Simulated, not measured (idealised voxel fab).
voxel plated lines: a process module
Square cells of 5 nm make up the cross-section cut, whose width is 300 nm.
Notation: cross-section as square-cell grid; stated in bands, top first, going down; one or more cell rows per band.
Look at the band entry: it leads with the top's height and the bottom's height in nm. Then it lists the materials left to right, with a width in nm for each. The word "full width" on a single material says that material fills the band edge to edge. The word "empty" is empty space.
Ref level 0: as-received wafer is one material below here. Bottom band extends down with no lower bound ("top 0, no bottom").
With a width like "30..40", each row of cells in the band differs from the next by the same amount, the top row carrying the first number and the bottom row the second.
"no alteration" for a step: no cell of the cross-section changed in that step.
In "Enclosed void entries" the enclosed voids are listed, meaning empty spaces of 8 cells or larger without any opening to the top. The form is width x height at distance, distance from the left edge, units nm.
Note: text after step settings on the step line = simulator remark on that step.
On any step carrying a mask, the "overlay nm" setting, if present on the step's line, tells how far right of its planned place the mask lay; negative values point to the left.
LIST OF PLANNED PROCESS STEPS
1 RECEIVE with material Si
2 CONFORMAL_DEP with material Al2O3, thk nm 15
3 DIRECTIONAL_DEP with material TiN, thk nm 5
4 PATTERN with tone open, mask id LINES, material resist, width nm 25, pitch nm 55, thk nm 35, overlay nm 0
5 EPI with material Ru, thk nm 5
6 EPI with material Ru, thk nm 5
7 EPI with material Ru, thk nm 5
8 STRIP with etch materials resist
9 DIRECTIONAL_ETCH with etch materials TiN, depth nm 5
10 CONFORMAL_DEP with material SiN, thk nm 10
FIRST OUT OF TWO WAFERS; RUN WENT TO PLAN
STEP 1 COMPLETE: CROSS-SECTION OF THE WAFER AS RECEIVED
> top 0, no bottom | Si full width
> Enclosed void entries: none
THE FOLLOWING CROSS-SECTION DEPICTS THE WAFER UPON COMPLETION OF STEP 2
> top 15, bottom 0 | Al2O3 full width
> At heights below 0, the structure remains unaltered.
THE FOLLOWING CROSS-SECTION DEPICTS THE WAFER UPON COMPLETION OF STEP 3
> top 20, bottom 15 | TiN full width
> At heights below 15, the structure remains unaltered.
THE FOLLOWING CROSS-SECTION DEPICTS THE WAFER UPON COMPLETION OF STEP 4
> top 55, bottom 20 | resist 110 nm  empty 25 nm  resist 30 nm  empty 25 nm  resist 110 nm
> At heights below 20, the structure remains unaltered.
THE FOLLOWING CROSS-SECTION DEPICTS THE WAFER UPON COMPLETION OF STEP 5
> top 55, bottom 25 | resist 110 nm  empty 25 nm  resist 30 nm  empty 25 nm  resist 110 nm
> top 25, bottom 20 | resist 110 nm  Ru 25 nm  resist 30 nm  Ru 25 nm  resist 110 nm
> At heights below 20, the structure remains unaltered.
THE FOLLOWING CROSS-SECTION DEPICTS THE WAFER UPON COMPLETION OF STEP 6
> top 55, bottom 30 | resist 110 nm  empty 25 nm  resist 30 nm  empty 25 nm  resist 110 nm
> top 30, bottom 20 | resist 110 nm  Ru 25 nm  resist 30 nm  Ru 25 nm  resist 110 nm
> At heights below 20, the structure remains unaltered.
THE FOLLOWING CROSS-SECTION DEPICTS THE WAFER UPON COMPLETION OF STEP 7
> top 55, bottom 35 | resist 110 nm  empty 25 nm  resist 30 nm  empty 25 nm  resist 110 nm
> top 35, bottom 20 | resist 110 nm  Ru 25 nm  resist 30 nm  Ru 25 nm  resist 110 nm
> At heights below 20, the structure remains unaltered.
THE FOLLOWING CROSS-SECTION DEPICTS THE WAFER UPON COMPLETION OF STEP 8
> top 35, bottom 20 | empty 110 nm  Ru 25 nm  empty 30 nm  Ru 25 nm  empty 110 nm
> At heights below 20, the structure remains unaltered.
THE FOLLOWING CROSS-SECTION DEPICTS THE WAFER UPON COMPLETION OF STEP 9
> top 35, bottom 20 | empty 110 nm  Ru 25 nm  empty 30 nm  Ru 25 nm  empty 110 nm
> top 20, bottom 15 | empty 110 nm  TiN 25 nm  empty 30 nm  TiN 25 nm  empty 110 nm
> At heights below 15, the structure remains unaltered.
THE FOLLOWING CROSS-SECTION DEPICTS THE WAFER UPON COMPLETION OF STEP 10
> top 45, bottom 35 | empty 100 nm  SiN 45 nm  empty 10 nm  SiN 45 nm  empty 100 nm
> top 35, bottom 25 | empty 100 nm  SiN 10 nm  Ru 25 nm  SiN 10 nm  empty 10 nm  SiN 10 nm  Ru 25 nm  SiN 10 nm  empty 100 nm
> top 25, bottom 20 | SiN 110 nm  Ru 25 nm  SiN 30 nm  Ru 25 nm  SiN 110 nm
> top 20, bottom 15 | SiN 110 nm  TiN 25 nm  SiN 30 nm  TiN 25 nm  SiN 110 nm
> At heights below 15, the structure remains unaltered.
REGARDING THE SECOND OF THE TWO WAFERS: IT SHARED THE FIRST WAFER'S STARTING CONDITION AND PROCESS PLAN, YET ONE ERROR OCCURRED DURING ITS EXECUTION. ITS HISTORY COINCIDES WITH THAT OF THE FIRST WAFER UP TO AND INCLUDING STEP 3
SECOND WAFER AT THE PLANNED FINISH OF STEP 4, SEEN IN CROSS-SECTION
> top 55, bottom 20 | resist 105 nm  empty 25 nm  resist 30 nm  empty 25 nm  resist 115 nm
> At heights below 20, the structure remains unaltered.
SECOND WAFER AT THE PLANNED FINISH OF STEP 5, SEEN IN CROSS-SECTION
> top 55, bottom 25 | resist 105 nm  empty 25 nm  resist 30 nm  empty 25 nm  resist 115 nm
> top 25, bottom 20 | resist 105 nm  Ru 25 nm  resist 30 nm  Ru 25 nm  resist 115 nm
> At heights below 20, the structure remains unaltered.
SECOND WAFER AT THE PLANNED FINISH OF STEP 6, SEEN IN CROSS-SECTION
> top 55, bottom 30 | resist 105 nm  empty 25 nm  resist 30 nm  empty 25 nm  resist 115 nm
> top 30, bottom 20 | resist 105 nm  Ru 25 nm  resist 30 nm  Ru 25 nm  resist 115 nm
> At heights below 20, the structure remains unaltered.
SECOND WAFER AT THE PLANNED FINISH OF STEP 7, SEEN IN CROSS-SECTION
> top 55, bottom 35 | resist 105 nm  empty 25 nm  resist 30 nm  empty 25 nm  resist 115 nm
> top 35, bottom 20 | resist 105 nm  Ru 25 nm  resist 30 nm  Ru 25 nm  resist 115 nm
> At heights below 20, the structure remains unaltered.
SECOND WAFER AT THE PLANNED FINISH OF STEP 8, SEEN IN CROSS-SECTION
> top 35, bottom 20 | empty 105 nm  Ru 25 nm  empty 30 nm  Ru 25 nm  empty 115 nm
> At heights below 20, the structure remains unaltered.
SECOND WAFER AT THE PLANNED FINISH OF STEP 9, SEEN IN CROSS-SECTION
> top 35, bottom 20 | empty 105 nm  Ru 25 nm  empty 30 nm  Ru 25 nm  empty 115 nm
> top 20, bottom 15 | empty 105 nm  TiN 25 nm  empty 30 nm  TiN 25 nm  empty 115 nm
> At heights below 15, the structure remains unaltered.
SECOND WAFER AT THE PLANNED FINISH OF STEP 10, SEEN IN CROSS-SECTION
> top 45, bottom 35 | empty 95 nm  SiN 45 nm  empty 10 nm  SiN 45 nm  empty 105 nm
> top 35, bottom 25 | empty 95 nm  SiN 10 nm  Ru 25 nm  SiN 10 nm  empty 10 nm  SiN 10 nm  Ru 25 nm  SiN 10 nm  empty 105 nm
> top 25, bottom 20 | SiN 105 nm  Ru 25 nm  SiN 30 nm  Ru 25 nm  SiN 115 nm
> top 20, bottom 15 | SiN 105 nm  TiN 25 nm  SiN 30 nm  TiN 25 nm  SiN 115 nm
> At heights below 15, the structure remains unaltered.
The plan and the run diverged here: off-plan run, step 4, actual operation and settings PATTERN with tone open, mask id LINES, material resist, width nm 25, pitch nm 55, thk nm 35, overlay nm -5
Same inventory, different map: at the end, the second wafer holds as many cells of each material as the first, placed elsewhere.
